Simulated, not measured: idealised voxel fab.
The document below concerns the process module designated voxel spacer lines.
Section cut is 220 nm wide and gridded with 5 nm square cells.
Notation: cross-section as square-cell grid; stated in bands, top first, going down; one or more cell rows per band.
Heads up on the band format: heights come first, top then bottom, in nm. After that it's the materials left to right, each with its width in nm. A single material flagged "everywhere" fills the whole band edge to edge, and "air" means there's empty space there.
Height reference: 0 = level under which incoming wafer is all one material. Lowest band: no bottom, runs on downward, e.g. "top 0, no bottom".
Width "30..40": first value at the band's top row of cells, second value at its bottom row, equal change from row to row.
The designation "identical to before", where it is given for a processing step, indicates that no cell of the cross-section was altered in the course of that step.
Listed in "Closed void list": every empty space of 8 or more cells without an open way to the top. Form: width x height at distance, the distance being from the left edge, all in nm.
On each step's line, the part that comes after the settings is the simulator's own comment on the step.
overlay nm: for a step with a mask, the amount by which the mask lay right of where it was planned; a negative amount means left of it.

The process steps that were planned are listed below:
1 op RECEIVE | material Si
2 op CONFORMAL_DEP | material Al2O3 | thk nm 5
3 op DIRECTIONAL_DEP | material TiN | thk nm 20
4 op DIRECTIONAL_DEP | material polySi | thk nm 20
5 op PATTERN | tone cover | mask id MANDREL | material resist | width nm 15 | pitch nm 60 | thk nm 25 | overlay nm 0
6 op DIRECTIONAL_ETCH | etch materials polySi | depth nm 20
7 op STRIP | etch materials resist
8 op CONFORMAL_DEP | material SiN | thk nm 15
9 op DIRECTIONAL_ETCH | etch materials SiN | depth nm 15
10 op STRIP | etch materials polySi
11 op DIRECTIONAL_ETCH | etch materials TiN | depth nm 20
12 op STRIP | etch materials SiN

Wafer as received: cross-section following step 1:
> top 0, no bottom  Si everywhere
> Closed void list: none

The plan above was carried out on the starting structure above with one mistake, and this cross-section shows the wafer at the end of the module:
> top 25, bottom 5  65 of air  15 of TiN  15 of air  15 of TiN  15 of air  15 of TiN  15 of air  15 of TiN  50 of air
> top 5, bottom 0  Al2O3 everywhere
> top 0, no bottom  Si everywhere
> Closed void list: none
The plan and the run diverged here: step 5: run off-plan, actual operation and settings op PATTERN | tone cover | mask id MANDREL | material resist | width nm 15 | pitch nm 60 | thk nm 25 | overlay nm 10
